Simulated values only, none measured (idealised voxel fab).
You're looking at the process module voxel transistor to metal.
The figure presents cross-section cut, which has a width of 150 nm and is divided into square cells with an edge length of 5 nm.
A cross-section is a grid of square cells, given in bands from the top down. A band is one or more rows of cells. In this notation a band is specified by the heights of its top and bottom, in that order and in nm, after which its materials appear from left to right, each paired with its width in nm. The word "everywhere" attached to a single material means that material fills the band from edge to edge; the word "empty" stands for empty space. Measure heights from 0. That's the level where, below it, the as-received wafer is all one material. The lowest band is bottomless and extends downward; write it as in "0..down". You'd read "30 to 40" like this: the band's top row of cells is as wide as the first number, its bottom row is as wide as the second, and going down, every row changes width by the same amount as the row before did. Take "no modifications" at face value: in the step it is given for, the cross-section changed in none of its cells. This entry, "Fully sealed voids", enumerates those empty regions of no fewer than 8 cells that possess no open connection to the top. Each region is reported in the form width x height at distance, the distance being taken from the left edge, with all three quantities expressed in nm. Formally, on a step line, whatever follows the settings is a remark that the simulator itself makes on the step. You can add "overlay nm" to a step's line. For a step with a mask, it describes how far the mask lay to the right of its planned position, and a negative number describes a lay to the left.
[Intended process steps]
step 1: RECEIVE (material Si)
step 2: CONFORMAL_DEP (material SiO2; thk nm 5)
step 3: CONFORMAL_DEP (material SiN; thk nm 15)
step 4: DIRECTIONAL_DEP (material aC; thk nm 15)
step 5: PATTERN (tone cover; mask id ACTIVE; material resist; width nm 100; thk nm 35; overlay nm 0)
step 6: DIRECTIONAL_ETCH (etch materials aC; depth nm 15)
step 7: STRIP (etch materials resist)
step 8: DIRECTIONAL_ETCH (etch materials SiN; depth nm 15)
step 9: DIRECTIONAL_ETCH (etch materials SiO2; depth nm 5)
step 10: DIRECTIONAL_ETCH (etch materials Si; depth nm 25)
step 11: STRIP (etch materials aC)
step 12: OXIDIZE (depth nm 5)
step 13: FILL_DEP (material SiO2; thk nm 10)
step 14: CMP (height nm 20)
step 15: SELECTIVE_ETCH (etch materials SiO2; depth nm 10)
step 16: STRIP (etch materials SiN)
step 17: SELECTIVE_ETCH (etch materials SiO2; depth nm 5)
step 18: OXIDIZE (depth nm 5)
step 19: DIRECTIONAL_DEP (material polySi; thk nm 20)
step 20: DIRECTIONAL_DEP (material SiCN; thk nm 15)
step 21: PATTERN (tone cover; mask id GATE; material resist; width nm 20; thk nm 15; overlay nm 0)
step 22: DIRECTIONAL_ETCH (etch materials SiCN; depth nm 25)
step 23: DIRECTIONAL_ETCH (etch materials polySi; depth nm 30)
step 24: STRIP (etch materials resist)
step 25: CONFORMAL_DEP (material SiN; thk nm 10)
step 26: DIRECTIONAL_ETCH (etch materials SiN; depth nm 10)
step 27: DIRECTIONAL_ETCH (etch materials SiO2; depth nm 5)
step 28: DIRECTIONAL_ETCH (etch materials Si; depth nm 15)
step 29: EPI (material nSi; thk nm 15)
step 30: FILL_DEP (material SiO2; thk nm 5)
step 31: CMP (height nm 35)
step 32: DIRECTIONAL_DEP (material SiO2; thk nm 15)
step 33: MASKED_ETCH (tone open; mask id CONTACT; width nm 30; pitch nm 60; etch materials SiO2; depth nm 55; overlay nm 0)
step 34: CONFORMAL_DEP (material TiN; thk nm 5)
step 35: FILL_DEP (material W; thk nm 10)
step 36: CMP (height nm 50)
step 37: CONFORMAL_DEP (material SiN; thk nm 5)
step 38: DIRECTIONAL_DEP (material SiO2; thk nm 15)
step 39: MASKED_ETCH (tone open; mask id METAL_1; width nm 15; pitch nm 75; etch materials SiO2; depth nm 15; overlay nm 0)
step 40: MASKED_ETCH (tone open; mask id METAL_1; width nm 15; pitch nm 75; etch materials SiN; depth nm 5; overlay nm 0)
step 41: CONFORMAL_DEP (material TiN; thk nm 5)
step 42: FILL_DEP (material Cu; thk nm 10)
step 43: CMP (height nm 70)
step 44: CONFORMAL_DEP (material SiCN; thk nm 5)
step 45: DIRECTIONAL_DEP (material SiO2; thk nm 35)
step 46: PATTERN (tone open; mask id METAL_2; material resist; width nm 15; pitch nm 75; thk nm 20; overlay nm 0)
step 47: DIRECTIONAL_ETCH (etch materials SiO2; depth nm 20)
step 48: STRIP (etch materials resist)
step 49: DIRECTIONAL_DEP (material aC; thk nm 15)
step 50: PATTERN (tone open; mask id METAL_2_HOLES; material resist; width nm 15; pitch nm 75; thk nm 30; overlay nm 0)
step 51: DIRECTIONAL_ETCH (etch materials aC; depth nm 15)
step 52: STRIP (etch materials resist)
step 53: DIRECTIONAL_ETCH (etch materials SiO2; depth nm 15)
step 54: DIRECTIONAL_ETCH (etch materials SiCN; depth nm 5)
step 55: STRIP (etch materials aC)
step 56: CONFORMAL_DEP (material TiN; thk nm 5)
step 57: FILL_DEP (material Cu; thk nm 5)
step 58: CMP (height nm 110)
step 59: CONFORMAL_DEP (material SiN; thk nm 5)
[Cross-section, incoming material, after step 1]
	0..down  Si everywhere
	Fully sealed voids: none
[First wafer of two, sectioned at end of module; run went per plan]
	115..110  SiN everywhere
	110..75  SiO2=30, then TiN=5, then Cu=5, then TiN=5, then SiO2=60, then TiN=5, then Cu=5, then TiN=5, then SiO2=30
	75..70  SiCN=30, then TiN=15, then SiCN=60, then TiN=15, then SiCN=30
	70..55  SiO2=30, then TiN=5, then Cu=5, then TiN=5, then SiO2=60, then TiN=5, then Cu=5, then TiN=5, then SiO2=30
	55..50  SiN=30, then TiN=15, then SiN=60, then TiN=15, then SiN=30
	50..40  SiO2=30, then TiN=5, then W=20, then TiN=5, then SiO2=30, then TiN=5, then W=20, then TiN=5, then SiO2=30
	40..35  SiO2=30, then TiN=5, then W=15, then TiN=10, then SiO2=30, then TiN=10, then W=15, then TiN=5, then SiO2=30
	35..20  SiO2=30, then TiN=5, then W=15, then TiN=5, then SiN=10, then SiCN=20, then SiN=10, then TiN=5, then W=15, then TiN=5, then SiO2=30
	20..15  SiO2=30, then TiN=5, then W=15, then TiN=5, then SiN=10, then polySi=20, then SiN=10, then TiN=5, then W=15, then TiN=5, then SiO2=30
	15..10  SiO2=30, then TiN=25, then SiN=10, then polySi=20, then SiN=10, then TiN=25, then SiO2=30
	10..5  SiO2=30, then TiN=10, then nSi=15, then SiN=10, then polySi=20, then SiN=10, then nSi=15, then TiN=10, then SiO2=30
	5..0  SiO2=20, then SiN=10, then TiN=10, then nSi=15, then SiN=10, then polySi=20, then SiN=10, then nSi=15, then TiN=10, then SiN=10, then SiO2=20
	0..-5  SiO2=30, then TiN=10, then nSi=15, then SiO2=40, then nSi=15, then TiN=10, then SiO2=30
	-5..-20  SiO2=30, then nSi=25, then Si=40, then nSi=25, then SiO2=30
	-20..-30  SiO2=30, then Si=90, then SiO2=30
	-30..down  Si everywhere
	Fully sealed voids: none
[Wafer two, sectioned after the module: the first wafer's start, the first wafer's plan, and one mistake in how it was run]
	115..110  SiN everywhere
	110..75  SiO2=30, then TiN=5, then Cu=5, then TiN=5, then SiO2=60, then TiN=5, then Cu=5, then TiN=5, then SiO2=30
	75..70  SiCN=30, then TiN=15, then SiCN=60, then TiN=15, then SiCN=30
	70..55  SiO2=30, then TiN=5, then Cu=5, then TiN=5, then SiO2=60, then TiN=5, then Cu=5, then TiN=5, then SiO2=30
	55..50  SiN=30, then TiN=15, then SiN=60, then TiN=15, then SiN=30
	50..40  SiO2=30, then TiN=5, then W=20, then TiN=5, then SiO2=30, then TiN=5, then W=20, then TiN=5, then SiO2=30
	40..35  SiO2=30, then TiN=5, then W=15, then TiN=10, then SiO2=30, then TiN=10, then W=15, then TiN=5, then SiO2=30
	35..20  SiO2=30, then TiN=5, then W=15, then TiN=5, then SiN=10, then SiCN=20, then SiN=10, then TiN=5, then W=15, then TiN=5, then SiO2=30
	20..15  SiO2=30, then TiN=5, then W=15, then TiN=5, then SiN=10, then polySi=20, then SiN=10, then TiN=5, then W=15, then TiN=5, then SiO2=30
	15..10  SiO2=30, then TiN=25, then SiN=10, then polySi=20, then SiN=10, then TiN=25, then SiO2=30
	10..5  SiO2=30, then TiN=10, then nSi=15, then SiN=10, then polySi=20, then SiN=10, then nSi=15, then TiN=10, then SiO2=30
	5..0  SiO2=20, then SiN=10, then nSi=25, then SiN=10, then polySi=20, then SiN=10, then nSi=25, then SiN=10, then SiO2=20
	0..-5  SiO2=20, then SiN=10, then nSi=25, then SiO2=40, then nSi=25, then SiN=10, then SiO2=20
	-5..-10  SiO2=35, then nSi=20, then Si=40, then nSi=20, then SiO2=35
	-10..-20  SiO2=30, then Si=5, then nSi=20, then Si=40, then nSi=20, then Si=5, then SiO2=30
	-20..-30  SiO2=30, then Si=90, then SiO2=30
	-30..down  Si everywhere
	Fully sealed voids: none
what went wrong: skipped: plan step 2 (never run)
Count the cells at the end and the second wafer has more or fewer of some materials than the first: Si: 4 more; SiN: 4 more; SiO2: 2 fewer; TiN: 8 fewer; nSi: 2 more
